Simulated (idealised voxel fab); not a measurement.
The following process module bears the name voxel ribs on slabs.
It is cross-section cut that appears here, measuring 155 nm in width, its square cells being 5 nm in size.
Format of a cross-section: grid, square cells. Given as bands. Order: top down. Band: one or more rows of cells. Band entry format. Leading values: height of top, height of bottom, nm. Remainder: materials in left-to-right order, each with its width in nm. Special words: "edge to edge" on a single material, which then fills the band edge to edge; "empty", empty space. Convention: height 0 is the level below which the wafer, as received, is all one material. The lowest band does not terminate at the bottom but continues downward, represented as "0..down". Think of "30 to 40" as a width that walks from the first number to the second as you go down the band, top row to bottom row, taking equal-sized steps from row to row. Any step labelled "nothing altered" changed none of the cells in the cross-section. Basically, "Voids, fully enclosed" tells you about the enclosed voids: empty spaces with no open way to the top, 8 cells or bigger, each written width x height at distance, where distance is from the left edge, all in nm. Note: text after step settings on the step line = simulator remark on that step. A step line may carry the setting "overlay nm", which, for steps involving a mask, states the distance by which the mask lay to the right of its intended position; negative values denote displacement to the left.
### Planned process steps
1. RECEIVE: material Si
2. DIRECTIONAL_DEP: material SiO2, thk nm 25
3. DIRECTIONAL_DEP: material SiN, thk nm 20
4. PATTERN: tone cover, mask id RIB, material resist, width nm 20, thk nm 20, overlay nm 0
5. DIRECTIONAL_ETCH: etch materials SiN, depth nm 10
6. STRIP: etch materials resist
7. MASKED_ETCH: tone cover, mask id SLAB, width nm 60, etch materials SiN, depth nm 10, overlay nm 0
8. FILL_DEP: material SiO2, thk nm 25
9. CMP: height nm 60
10. DIRECTIONAL_DEP: material TiN, thk nm 5
11. MASKED_ETCH: tone cover, mask id HEATER, width nm 30, etch materials TiN, depth nm 5, overlay nm 0
12. CONFORMAL_DEP: material SiO2, thk nm 5
### Shown in cross-section is the wafer as received, that is, as it stands after step 1
	0..down: Si edge to edge
	Voids, fully enclosed: none
### End state of the module in cross-section, given the above starting point and plan and one mistake in execution
	70..65: empty (55) | TiN (40) | empty (60)
	65..60: TiN edge to edge
	60..45: SiO2 edge to edge
	45..35: SiO2 (65) | SiN (20) | SiO2 (70)
	35..25: SiO2 (45) | SiN (60) | SiO2 (50)
	25..0: SiO2 edge to edge
	0..down: Si edge to edge
	Voids, fully enclosed: none
Deviation noted in wafer processing: step 12 changed vs plan, executed as CONFORMAL_DEP: material TiN, thk nm 5
